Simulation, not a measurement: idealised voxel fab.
The following is a process module called voxel double patterning.
Each square cell in cross-section cut measures 5 nm, and the section as a whole is 300 nm wide.
Just so we're on the same page, the cross-sections are grids of square cells, and they're listed out in bands top to bottom, each band one or more rows deep. This entry defines a band. It first specifies the height of the band's top and the height of its bottom in nm, and then specifies the band's materials from left to right, stating each material with its width in nm. The word "edge to edge" identifies a single material that fills the band from edge to edge, while the word "blank" identifies empty space. Height 0 is the level under which the wafer as received is all one material. The lowest band goes on downwards, as in "0 nm and below". A width such as "30->40" changes by the same amount from each row of cells to the next, from the band's top row to its bottom row. Where the words "remained unchanged" appear for a step, the cross-section shows no cell changed by that step; every cell remained as before. Heads up: "Voids, sealed" only lists the empty pockets with no open path to the top that are 8 cells or more, and it writes them as width x height at distance, distance from the left edge, in nm. That trailing text on a step's line, after the settings, is the simulator's own remark on the step. Regarding "overlay nm": on a step with a mask, it is the distance the mask lay to the right of its planned place; a negative value places it to the left.

STEPS IN THE PROCESS PLAN
1,RECEIVE, material Si
2,CONFORMAL_DEP, material SiO2, thk nm 5
3,DIRECTIONAL_DEP, material W, thk nm 15
4,DIRECTIONAL_DEP, material SiCN, thk nm 10
5,DIRECTIONAL_DEP, material aC, thk nm 15
6,PATTERN, tone open, mask id FIRST, material resist, width nm 15, pitch nm 50, thk nm 30, overlay nm 0
7,DIRECTIONAL_ETCH, etch materials aC, depth nm 15
8,STRIP, etch materials resist
9,DIRECTIONAL_ETCH, etch materials SiCN, depth nm 10
10,STRIP, etch materials aC
11,PATTERN, tone open, mask id SECOND, material resist, width nm 15, pitch nm 50, thk nm 15, overlay nm 0
12,DIRECTIONAL_ETCH, etch materials SiCN, depth nm 10
13,STRIP, etch materials resist
14,DIRECTIONAL_ETCH, etch materials W, depth nm 15
15,STRIP, etch materials SiCN

RECEIVED-STATE CROSS-SECTION, REFLECTING COMPLETION OF STEP 1
0 nm and below | Si edge to edge
Voids, sealed: none

CROSS-SECTION, FIRST OF TWO WAFERS, END OF MODULE, RUN AS PLANNED
20 nm to 5 nm | W 90 nm | blank 15 nm | W 10 nm | blank 15 nm | W 10 nm | blank 15 nm | W 10 nm | blank 15 nm | W 10 nm | blank 15 nm | W 95 nm
5 nm to 0 nm | SiO2 edge to edge
0 nm and below | Si edge to edge
Voids, sealed: none

CROSS-SECTION AT END OF MODULE FOR THE SECOND WAFER OF TWO, WHICH MATCHED THE FIRST IN STARTING POINT AND PLAN AND DIFFERED BY ONE MISTAKE IN ITS PROCESSING
20 nm to 5 nm | W 90 nm | blank 20 nm | W 5 nm | blank 15 nm | W 10 nm | blank 20 nm | W 5 nm | blank 15 nm | W 10 nm | blank 20 nm | W 90 nm
5 nm to 0 nm | SiO2 edge to edge
0 nm and below | Si edge to edge
Voids, sealed: none
What broke from the plan during processing? step 6 went in with a setting other than planned; the actual run was PATTERN, tone open, mask id FIRST, material resist, width nm 20, pitch nm 50, thk nm 30, overlay nm 0
Upon completion, the second wafer contains, in terms of cells, a greater or smaller amount of certain materials than the first wafer: W: 9 fewer
